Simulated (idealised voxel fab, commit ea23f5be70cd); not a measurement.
Herein follows the process module entitled voxel self aligned vias.
cross-section cut | 285 nm wide | cells 5 nm
If you're reading a cross-section in this doc, picture square cells in a grid; it comes to you as bands, top ones listed first down to the bottom, and a band can be one or more rows of cells. Band: top height; bottom height; in nm. Then, left to right: material with width in nm, for each material. "throughout": a single material spanning edge to edge. "blank": empty space. Heights from 0 (as-received wafer is one material below). Bottom band endless downward, as "0 -> down". Per-row width for "30->40": begins at first number (top row of band), ends at second number (bottom row), increment between rows held constant. Step note "same as before" = no cross-section cell changed. "Enclosed void catalog" enumerates empty spaces isolated from the top, with no open way to it, that contain at least 8 cells, giving each as width x height at distance from the left edge, all three in nm. Past the settings on a step's line: simulator remark, on that step. Among the settings permitted on a step's line is "overlay nm"; applied to a step with a mask, it specifies the extent to which the mask lay to the right of its planned position, whereas a negative figure signifies a position to the left.

**The following list gives the planned process steps**
- 1: op RECEIVE | material Si
- 2: op CONFORMAL_DEP | material SiO2 | thk nm 15
- 3: op CONFORMAL_DEP | material SiCN | thk nm 5
- 4: op DIRECTIONAL_DEP | material lowk | thk nm 25
- 5: op MASKED_ETCH | tone open | mask id LINES | width nm 30 | pitch nm 60 | etch materials lowk | depth nm 25 | overlay nm 0
- 6: op CONFORMAL_DEP | material TiN | thk nm 5
- 7: op FILL_DEP | material W | thk nm 10
- 8: op CMP | height nm 45
- 9: op SELECTIVE_ETCH | etch materials W Ru TiN | depth nm 5
- 10: op FILL_DEP | material SiN | thk nm 5
- 11: op CMP | height nm 45
- 12: op DIRECTIONAL_DEP | material lowk | thk nm 20
- 13: op MASKED_ETCH | tone open | mask id VIAS | width nm 40 | pitch nm 60 | etch materials lowk | depth nm 20 | overlay nm 0
- 14: op MASKED_ETCH | tone open | mask id VIAS | width nm 40 | pitch nm 60 | etch materials SiN | depth nm 5 | overlay nm 0
- 15: op CONFORMAL_DEP | material TiN | thk nm 5
- 16: op FILL_DEP | material Cu | thk nm 5
- 17: op CMP | height nm 65
- 18: op CONFORMAL_DEP | material SiCN | thk nm 5

**As-received wafer cross-section (after step 1)**
> 0 -> down | Si throughout
> Enclosed void catalog: none

**Looking at the first of two wafers in cross-section at end of module - ran to plan**
> 70 -> 65 | SiCN throughout
> 65 -> 50 | lowk 60  TiN 5  Cu 30  TiN 5  lowk 20  TiN 5  Cu 30  TiN 5  lowk 20  TiN 5  Cu 30  TiN 5  lowk 65
> 50 -> 45 | lowk 60  TiN 10  Cu 20  TiN 10  lowk 20  TiN 10  Cu 20  TiN 10  lowk 20  TiN 10  Cu 20  TiN 10  lowk 65
> 45 -> 40 | lowk 65  TiN 30  lowk 30  TiN 30  lowk 30  TiN 30  lowk 70
> 40 -> 25 | lowk 65  TiN 5  W 20  TiN 5  lowk 30  TiN 5  W 20  TiN 5  lowk 30  TiN 5  W 20  TiN 5  lowk 70
> 25 -> 20 | lowk 65  TiN 30  lowk 30  TiN 30  lowk 30  TiN 30  lowk 70
> 20 -> 15 | SiCN throughout
> 15 -> 0 | SiO2 throughout
> 0 -> down | Si throughout
> Enclosed void catalog: none

**Second wafer of the two, sectioned at the end of the module. It began like the first and followed the same plan, but one mistake was made while running it**
> 70 -> 65 | SiCN throughout
> 65 -> 50 | lowk 60  TiN 5  Cu 30  TiN 5  lowk 20  TiN 5  Cu 30  TiN 5  lowk 20  TiN 5  Cu 30  TiN 5  lowk 65
> 50 -> 45 | lowk 60  TiN 10  Cu 20  TiN 10  lowk 20  TiN 10  Cu 20  TiN 10  lowk 20  TiN 10  Cu 20  TiN 10  lowk 65
> 45 -> 35 | lowk 65  TiN 30  lowk 30  TiN 30  lowk 30  TiN 30  lowk 70
> 35 -> 30 | SiCN throughout
> 30 -> 0 | SiO2 throughout
> 0 -> down | Si throughout
> Enclosed void catalog: none
Which mistake was made when the wafer was run? the plan's step 2 ran twice
At the finish, the second wafer shows more or fewer cells for some materials than the first does: SiO2: 171 more, TiN: 18 fewer, W: 36 fewer, lowk: 117 fewer
